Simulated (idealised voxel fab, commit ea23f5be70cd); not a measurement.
process module | voxel wiring stack
cross-section cut | 225 nm wide | cells 5 nm
A cross-section is a grid of square cells, given in bands from the top down. A band is one or more rows of cells.
Each band's line starts with the height of the band's top and of its bottom, in nm. Then come its materials from left to right, each with its width in nm. One material with "throughout" fills the band from edge to edge. "air" is empty space.
Height 0 is the level under which the wafer as received is all one material. The lowest band goes on downwards, as in "0 down".
A width such as "30 to 40" changes by the same amount from each row of cells to the next, from the band's top row to its bottom row.
"no change" after a step means that no cell of the cross-section changed.
closed voids: empty space of 8 cells or more with no open way to the top, each as width x height at its distance from the left edge, in nm
after a step's settings: what the simulator itself notes on the step
overlay nm, on a step with a mask: how far to the right of its planned place the mask lay; to the left if negative
plan
1 op RECEIVE | material Si
2 op CONFORMAL_DEP | material SiO2 | thk nm 10
3 op CONFORMAL_DEP | material SiCN | thk nm 5
4 op DIRECTIONAL_DEP | material SiO2 | thk nm 15
5 op DIRECTIONAL_DEP | material aC | thk nm 15
6 op PATTERN | tone open | mask id METAL_1 | material resist | width nm 15 | pitch nm 50 | thk nm 30 | overlay nm 0
7 op DIRECTIONAL_ETCH | etch materials aC | depth nm 15
8 op STRIP | etch materials resist
9 op DIRECTIONAL_ETCH | etch materials SiO2 | depth nm 15
10 op DIRECTIONAL_ETCH | etch materials SiCN | depth nm 5
11 op STRIP | etch materials aC
12 op CONFORMAL_DEP | material TiN | thk nm 5
13 op FILL_DEP | material Cu | thk nm 10
14 op CMP | height nm 30
15 op CONFORMAL_DEP | material SiCN | thk nm 5
16 op DIRECTIONAL_DEP | material lowk | thk nm 15
17 op MASKED_ETCH | tone open | mask id PLUG_1 | width nm 15 | pitch nm 50 | etch materials lowk | depth nm 15 | overlay nm 0
18 op MASKED_ETCH | tone open | mask id PLUG_1 | width nm 15 | pitch nm 50 | etch materials SiCN | depth nm 5 | overlay nm 0
19 op CONFORMAL_DEP | material TiN | thk nm 5
20 op FILL_DEP | material Ru | thk nm 10
21 op CMP | height nm 50
22 op DIRECTIONAL_DEP | material TiN | thk nm 5
23 op DIRECTIONAL_DEP | material W | thk nm 15
24 op PATTERN | tone cover | mask id METAL_2 | material resist | width nm 25 | pitch nm 50 | thk nm 20 | overlay nm 0
25 op DIRECTIONAL_ETCH | etch materials W | depth nm 15
26 op DIRECTIONAL_ETCH | etch materials TiN | depth nm 5
27 op STRIP | etch materials resist
28 op CONFORMAL_DEP | material SiN | thk nm 5
29 op FILL_DEP | material lowk | thk nm 5
30 op CMP | height nm 70
31 op CONFORMAL_DEP | material SiCN | thk nm 5
varied across the wafers: width nm of step 6. The plan shows the first wafer's value. All wafers start alike
first wafer as received, after step 1
  0 down: Si throughout
  closed voids: none
first wafer at the end, after step 31
  75 to 70: SiCN throughout
  70 to 55: lowk 70 | SiN 5 | W 25 | SiN 5 | lowk 15 | SiN 5 | W 25 | SiN 5 | lowk 70
  55 to 50: SiN 75 | TiN 25 | SiN 25 | TiN 25 | SiN 75
  50 to 35: lowk 75 | TiN 5 | Ru 5 | TiN 5 | lowk 35 | TiN 5 | Ru 5 | TiN 5 | lowk 85
  35 to 30: SiCN 75 | TiN 15 | SiCN 35 | TiN 15 | SiCN 85
  30 to 15: SiO2 80 | TiN 5 | Cu 5 | TiN 5 | SiO2 35 | TiN 5 | Cu 5 | TiN 5 | SiO2 80
  15 to 10: SiCN 80 | TiN 15 | SiCN 35 | TiN 15 | SiCN 80
  10 to 0: SiO2 throughout
  0 down: Si throughout
  closed voids: none
last wafer at the end
  75 to 70: SiCN throughout
  70 to 55: lowk 70 | SiN 5 | W 25 | SiN 5 | lowk 15 | SiN 5 | W 25 | SiN 5 | lowk 70
  55 to 50: SiN 75 | TiN 25 | SiN 25 | TiN 25 | SiN 75
  50 to 35: lowk 75 | TiN 5 | Ru 5 | TiN 5 | lowk 35 | TiN 5 | Ru 5 | TiN 5 | lowk 85
  35 to 30: SiCN 75 | TiN 15 | SiCN 35 | TiN 15 | SiCN 85
  30 to 15: SiO2 70 | TiN 5 | Cu 25 | TiN 5 | SiO2 15 | TiN 5 | Cu 25 | TiN 5 | SiO2 70
  15 to 10: SiCN 70 | TiN 35 | SiCN 15 | TiN 35 | SiCN 70
  10 to 0: SiO2 throughout
  0 down: Si throughout
  closed voids: none
each wafer at the end: cells of each material gained (+) or lost (-) since it was received, then its closed voids
width nm 15 | +6 Cu | +6 Ru | +123 SiCN | +47 SiN | +207 SiO2 | +46 TiN | +30 W | +210 lowk | closed voids: none
width nm 20 | +12 Cu | +6 Ru | +121 SiCN | +47 SiN | +201 SiO2 | +48 TiN | +30 W | +210 lowk | closed voids: none
width nm 25 | +18 Cu | +6 Ru | +119 SiCN | +47 SiN | +195 SiO2 | +50 TiN | +30 W | +210 lowk | closed voids: none
width nm 30 | +24 Cu | +6 Ru | +117 SiCN | +47 SiN | +189 SiO2 | +52 TiN | +30 W | +210 lowk | closed voids: none
width nm 35 | +30 Cu | +6 Ru | +115 SiCN | +47 SiN | +183 SiO2 | +54 TiN | +30 W | +210 lowk | closed voids: none
